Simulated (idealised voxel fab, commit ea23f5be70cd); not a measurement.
voxel local oxidation: a process module
The cross-section shown here is cut; it is 255 nm wide and divided into square cells measuring 5 nm on a side.
In this document a cross-section is written as a grid of square cells. It is given as a series of bands, listed from the top down, and a band is one or more rows of cells.
The entry gives the band's vertical extent as a top height and a bottom height in nm, then its horizontal make-up as materials from left to right, each with a width in nm. "blank" stands for empty space; a single material marked "everywhere" fills the band edge to edge.
Where do heights start? At 0: under that level the wafer as delivered is made of one material only. And the lowest band has no floor; it just carries on downward, as in "z 0 and below".
Graded width ("30->40"): value in top row of band = first number; value in bottom row = second number; row-to-row change constant.
Given "no alteration" for a step, no cell of the cross-section differs between before and after that step.
So "Enclosed void listing" is basically the list of trapped voids: any empty space of 8 cells or more that can't reach the top through an opening. They're written width x height at distance, the distance being from the left edge, and it's all nm.
Note: text after step settings on the step line = simulator remark on that step.
On any step carrying a mask, the "overlay nm" setting, if present on the step's line, tells how far right of its planned place the mask lay; negative values point to the left.

## Intended process steps
1 op RECEIVE | material Si
2 op CONFORMAL_DEP | material SiO2 | thk nm 5
3 op CONFORMAL_DEP | material SiN | thk nm 15
4 op PATTERN | tone cover | mask id ACTIVE | material resist | width nm 95 | thk nm 20 | overlay nm 0
5 op DIRECTIONAL_ETCH | etch materials SiN | depth nm 15
6 op STRIP | etch materials resist
7 op SELECTIVE_ETCH | etch materials SiO2 | depth nm 5
8 op OXIDIZE | depth nm 10
9 op STRIP | etch materials SiN

## Cross-section: wafer on arrival = after step 1
> z 0 and below  Si everywhere
> Enclosed void listing: none

## First wafer of two, sectioned at end of module; run went per plan
> z 5 to 0  blank 85, SiO2 85, blank 85
> z 0 to -10  SiO2 95, Si 65, SiO2 95
> z -10 and below  Si everywhere
> Enclosed void listing: none

## Wafer two (of two), end-of-module cross-section: start = wafer one, plan = wafer one, one run mistake
> z 5 to 0  SiO2 75, blank 105, SiO2 75
> z 0 to -10  Si 65, SiO2 125, Si 65
> z -10 and below  Si everywhere
> Enclosed void listing: none
It is concluded that the wafer was processed incorrectly with respect to the plan, in that note that step 4 departed from the planned setting and was carried out as op PATTERN | tone open | mask id ACTIVE | material resist | width nm 95 | thk nm 20 | overlay nm 0
The final cell counts differ between the wafers, with the second having more or fewer of some materials than the first: Si +26 | SiO2 -13
